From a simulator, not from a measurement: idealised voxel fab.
The document below concerns the process module designated voxel wiring stack.
The figure presents cross-section cut, which has a width of 185 nm and is divided into square cells with an edge length of 5 nm.
A cross-section in this document is a grid of square cells, and it is written down as bands, the top band listed before the ones below it; a band is made up of one or more rows of cells.
Read a band's entry like this: the first values are the height of its top and the height of its bottom in nm, and what follows is the sequence of materials from left to right, each with its width in nm. Note that "empty" is empty space, and that a single material marked "everywhere" reaches across the band from edge to edge.
All heights in this document are referenced to 0, defined as the level beneath which the wafer, as received, consists entirely of one material. The lowest band is not bounded below; it extends indefinitely downward and is written in the form "0 down".
The two numbers in a width such as "30..40" mark its ends across the band: the first belongs to the top row of cells, the second to the bottom row, and from each row to the next the width moves by the same amount.
"remained the same", as given for a step, is the statement that not any cell of the cross-section underwent a change during that step.
Heads up: "Sealed-off cavities" only lists the empty pockets with no open path to the top that are 8 cells or more, and it writes them as width x height at distance, distance from the left edge, in nm.
Past the settings on a step's line: simulator remark, on that step.
Regarding "overlay nm": on a step with a mask, it is the distance the mask lay to the right of its planned place; a negative value places it to the left.
-- Planned process steps
1. RECEIVE with material Si
2. CONFORMAL_DEP with material SiO2, thk nm 15
3. DIRECTIONAL_DEP with material TiN, thk nm 5
4. DIRECTIONAL_DEP with material Ru, thk nm 25
5. PATTERN with tone cover, mask id METAL_1, material resist, width nm 30, pitch nm 45, thk nm 15, overlay nm 0
6. DIRECTIONAL_ETCH with etch materials Ru, depth nm 25
7. DIRECTIONAL_ETCH with etch materials TiN, depth nm 5
8. STRIP with etch materials resist
9. CONFORMAL_DEP with material SiCN, thk nm 5
10. FILL_DEP with material SiO2, thk nm 5
11. CMP with height nm 45
12. CONFORMAL_DEP with material SiCN, thk nm 5
13. DIRECTIONAL_DEP with material lowk, thk nm 10
14. DIRECTIONAL_DEP with material aC, thk nm 15
15. PATTERN with tone open, mask id PLUG_1, material resist, width nm 15, pitch nm 90, thk nm 30, overlay nm 0
16. DIRECTIONAL_ETCH with etch materials aC, depth nm 15
17. STRIP with etch materials resist
18. DIRECTIONAL_ETCH with etch materials lowk, depth nm 10
19. DIRECTIONAL_ETCH with etch materials SiCN, depth nm 5
20. STRIP with etch materials aC
21. EPI with material Ru, thk nm 10
22. EPI with material Ru, thk nm 5
23. CONFORMAL_DEP with material SiN, thk nm 5
24. DIRECTIONAL_DEP with material lowk, thk nm 25
25. MASKED_ETCH with tone open, mask id METAL_2, width nm 30, pitch nm 45, etch materials lowk, depth nm 25, overlay nm 0
26. MASKED_ETCH with tone open, mask id METAL_2, width nm 30, pitch nm 45, etch materials SiN, depth nm 5, overlay nm 0
27. CONFORMAL_DEP with material TiN, thk nm 5
28. FILL_DEP with material Cu, thk nm 5
29. CMP with height nm 90
30. EPI with material Ru, thk nm 5
31. FILL_DEP with material SiCN, thk nm 5
32. DIRECTIONAL_DEP with material lowk, thk nm 25
33. DIRECTIONAL_DEP with material aC, thk nm 15
34. PATTERN with tone open, mask id METAL_3_HOLES, material resist, width nm 15, pitch nm 45, thk nm 35, overlay nm 0
35. DIRECTIONAL_ETCH with etch materials aC, depth nm 15
36. STRIP with etch materials resist
37. DIRECTIONAL_ETCH with etch materials lowk, depth nm 25
38. STRIP with etch materials aC
39. DIRECTIONAL_DEP with material aC, thk nm 10
40. PATTERN with tone open, mask id METAL_3, material resist, width nm 30, pitch nm 45, thk nm 30, overlay nm 0
41. DIRECTIONAL_ETCH with etch materials aC, depth nm 10
42. STRIP with etch materials resist
43. DIRECTIONAL_ETCH with etch materials lowk, depth nm 15
44. DIRECTIONAL_ETCH with etch materials SiCN, depth nm 5
45. STRIP with etch materials aC
46. CONFORMAL_DEP with material TiN, thk nm 5
47. FILL_DEP with material Cu, thk nm 10
48. CMP with height nm 125
49. CONFORMAL_DEP with material SiN, thk nm 5
-- As-received wafer cross-section (after step 1)
    0 down  Si everywhere
    Sealed-off cavities: none
-- End-of-module cross-section of the first of two wafers, processed as planned
    130 to 125  SiN everywhere
    125 to 115  lowk=30, then TiN=5, then Cu=20, then TiN=5, then lowk=15, then TiN=5, then Cu=20, then TiN=5, then lowk=15, then TiN=5, then Cu=20, then TiN=5, then lowk=35
    115 to 110  lowk=30, then TiN=5, then Cu=5, then TiN=20, then lowk=15, then TiN=5, then Cu=5, then TiN=20, then lowk=15, then TiN=5, then Cu=5, then TiN=20, then lowk=35
    110 to 100  lowk=30, then TiN=5, then Cu=5, then TiN=5, then lowk=30, then TiN=5, then Cu=5, then TiN=5, then lowk=30, then TiN=5, then Cu=5, then TiN=5, then lowk=50
    100 to 95  SiCN=30, then TiN=15, then SiCN=30, then TiN=15, then SiCN=30, then TiN=15, then SiCN=50
    95 to 90  SiCN=25, then Ru=40, then SiCN=5, then Ru=40, then SiCN=5, then Ru=40, then SiCN=30
    90 to 65  lowk=30, then TiN=5, then Cu=20, then TiN=5, then lowk=15, then TiN=5, then Cu=20, then TiN=5, then lowk=15, then TiN=5, then Cu=20, then TiN=5, then lowk=35
    65 to 60  SiN=30, then TiN=30, then SiN=15, then TiN=30, then SiN=15, then TiN=30, then SiN=35
    60 to 50  lowk=30, then Ru=15, then lowk=75, then Ru=15, then lowk=50
    50 to 45  SiCN=30, then Ru=15, then SiCN=75, then Ru=15, then SiCN=50
    45 to 20  SiO2=25, then SiCN=5, then Ru=30, then SiCN=5, then SiO2=5, then SiCN=5, then Ru=30, then SiCN=5, then SiO2=5, then SiCN=5, then Ru=30, then SiCN=5, then SiO2=30
    20 to 15  SiCN=30, then TiN=30, then SiCN=15, then TiN=30, then SiCN=15, then TiN=30, then SiCN=35
    15 to 0  SiO2 everywhere
    0 down  Si everywhere
    Sealed-off cavities: none
-- Wafer two, sectioned after the module: the first wafer's start, the first wafer's plan, and one mistake in how it was run
    130 to 125  SiN everywhere
    125 to 115  lowk=30, then TiN=5, then Cu=20, then TiN=5, then lowk=15, then TiN=5, then Cu=20, then TiN=5, then lowk=15, then TiN=5, then Cu=20, then TiN=5, then lowk=35
    115 to 110  lowk=30, then TiN=5, then Cu=5, then TiN=20, then lowk=15, then TiN=5, then Cu=5, then TiN=20, then lowk=15, then TiN=5, then Cu=5, then TiN=20, then lowk=35
    110 to 100  lowk=30, then TiN=5, then Cu=5, then TiN=5, then lowk=30, then TiN=5, then Cu=5, then TiN=5, then lowk=30, then TiN=5, then Cu=5, then TiN=5, then lowk=50
    100 to 95  SiCN=30, then TiN=15, then SiCN=30, then TiN=15, then SiCN=30, then TiN=15, then SiCN=50
    95 to 90  SiCN=25, then Ru=40, then SiCN=5, then Ru=40, then SiCN=5, then Ru=40, then SiCN=30
    90 to 65  lowk=30, then TiN=5, then Cu=20, then TiN=5, then lowk=15, then TiN=5, then Cu=20, then TiN=5, then lowk=15, then TiN=5, then Cu=20, then TiN=5, then lowk=35
    65 to 60  SiN=30, then TiN=30, then SiN=15, then TiN=30, then SiN=15, then TiN=30, then SiN=35
    60 to 50  lowk=30, then SiN=5, then TiN=5, then SiN=5, then lowk=75, then SiN=5, then TiN=5, then SiN=5, then lowk=50
    50 to 45  SiCN=30, then SiN=5, then TiN=5, then SiN=5, then SiCN=75, then SiN=5, then TiN=5, then SiN=5, then SiCN=50
    45 to 40  SiO2=25, then SiCN=40, then SiO2=5, then SiCN=40, then SiO2=5, then SiCN=40, then SiO2=30
    40 to 20  SiO2=25, then SiCN=5, then Ru=30, then SiCN=5, then SiO2=5, then SiCN=5, then Ru=30, then SiCN=5, then SiO2=5, then SiCN=5, then Ru=30, then SiCN=5, then SiO2=30
    20 to 15  SiCN=30, then Ru=30, then SiCN=15, then Ru=30, then SiCN=15, then Ru=30, then SiCN=35
    15 to 0  SiO2 everywhere
    0 down  Si everywhere
    Sealed-off cavities: none
Deviation from plan: plan step 3 was not performed, having been skipped
The second wafer ends with more or fewer cells of some materials than the first, per final count: Ru: 18 fewer, SiCN: 18 more, SiN: 12 more, TiN: 12 fewer
